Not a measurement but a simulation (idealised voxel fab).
You're looking at the process module voxel fin reveal.
The cross-section on display is named cut; it measures 165 nm wide, and its cells are 5 nm squares.
In what follows, cross-sections appear as grids of square cells, described through bands that run from the top down, where every band is one or more rows of cells.
Top height, bottom height, nm. Materials left to right, width each, nm. Single material + "full width" = fills band edge to edge. "empty" = empty.
Heights from 0 (as-received wafer is one material below). Bottom band endless downward, as "0 and below".
Graded width ("30..40"): value in top row of band = first number; value in bottom row = second number; row-to-row change constant.
Take "all unchanged" at face value: in the step it is given for, the cross-section changed in none of its cells.
The list in "Sealed void inventory" covers empty spaces of 8 cells or more that cannot reach the top through any open way, and it gives each as width x height at distance; the distance is from the left edge, and width, height and distance are in nm.
Post-settings text on a step line: simulator's own remark regarding the step.
When a step includes a mask, the "overlay nm" setting on its line states how far to the right of its planned place that mask lay, and negative values state how far to the left.
Set out below are the planned steps of the process
| 1 | RECEIVE: material Si |
| 2 | CONFORMAL_DEP: material SiN, thk nm 5 |
| 3 | PATTERN: tone cover, mask id FINS, material resist, width nm 15, pitch nm 35, thk nm 20, overlay nm 0 |
| 4 | DIRECTIONAL_ETCH: etch materials SiN, depth nm 5 |
| 5 | DIRECTIONAL_ETCH: etch materials Si, depth nm 30 |
| 6 | STRIP: etch materials resist |
| 7 | OXIDIZE: depth nm 5 |
| 8 | FILL_DEP: material SiO2, thk nm 5 |
| 9 | CMP: height nm 5 |
| 10 | SELECTIVE_ETCH: etch materials SiO2, depth nm 20 |
| 11 | STRIP: etch materials SiN |
| 12 | CONFORMAL_DEP: material HfO2, thk nm 5 |
Cross-section of the wafer upon arrival, representing the state reached after step 1
    0 and below  Si full width
    Sealed void inventory: none
Post-module cross-section of the first of two wafers (run per plan)
    5 down to 0  empty 20 nm | HfO2 15 nm | empty 20 nm | HfO2 15 nm | empty 20 nm | HfO2 15 nm | empty 20 nm | HfO2 15 nm | empty 25 nm
    0 down to -10  empty 20 nm | HfO2 5 nm | Si 5 nm | HfO2 5 nm | empty 20 nm | HfO2 5 nm | Si 5 nm | HfO2 5 nm | empty 20 nm | HfO2 5 nm | Si 5 nm | HfO2 5 nm | empty 20 nm | HfO2 5 nm | Si 5 nm | HfO2 5 nm | empty 25 nm
    -10 down to -15  HfO2 25 nm | Si 5 nm | HfO2 30 nm | Si 5 nm | HfO2 30 nm | Si 5 nm | HfO2 30 nm | Si 5 nm | HfO2 30 nm
    -15 down to -35  SiO2 25 nm | Si 5 nm | SiO2 30 nm | Si 5 nm | SiO2 30 nm | Si 5 nm | SiO2 30 nm | Si 5 nm | SiO2 30 nm
    -35 and below  Si full width
    Sealed void inventory: none
Second of two wafers, module complete, sectioned: it shares the first wafer's start and plan but was run with one mistake
    5 down to 0  empty 20 nm | HfO2 15 nm | empty 20 nm | HfO2 15 nm | empty 20 nm | HfO2 15 nm | empty 20 nm | HfO2 15 nm | empty 25 nm
    0 down to -10  empty 20 nm | HfO2 5 nm | Si 5 nm | HfO2 5 nm | empty 20 nm | HfO2 5 nm | Si 5 nm | HfO2 5 nm | empty 20 nm | HfO2 5 nm | Si 5 nm | HfO2 5 nm | empty 20 nm | HfO2 5 nm | Si 5 nm | HfO2 5 nm | empty 25 nm
    -10 down to -15  empty 20 nm | HfO2 5 nm | Si 5 nm | HfO2 5 nm | empty 20 nm | HfO2 5 nm | Si 5 nm | HfO2 5 nm | empty 20 nm | HfO2 5 nm | Si 5 nm | HfO2 5 nm | empty 20 nm | HfO2 5 nm | Si 5 nm | HfO2 5 nm | empty 15 nm | HfO2 10 nm
    -15 down to -20  HfO2 25 nm | Si 5 nm | HfO2 30 nm | Si 5 nm | HfO2 30 nm | Si 5 nm | HfO2 30 nm | Si 5 nm | HfO2 25 nm | SiO2 5 nm
    -20 down to -35  SiO2 25 nm | Si 5 nm | SiO2 30 nm | Si 5 nm | SiO2 30 nm | Si 5 nm | SiO2 30 nm | Si 5 nm | SiO2 30 nm
    -35 and below  Si full width
    Sealed void inventory: none
Heads up, the wafer didn't run the way we planned it: a sequencing error occurred in which plan steps 10 and 11 were transposed
End of process, cell counts, second wafer against first, materials with more or fewer: 9 more of HfO2, 28 fewer of SiO2
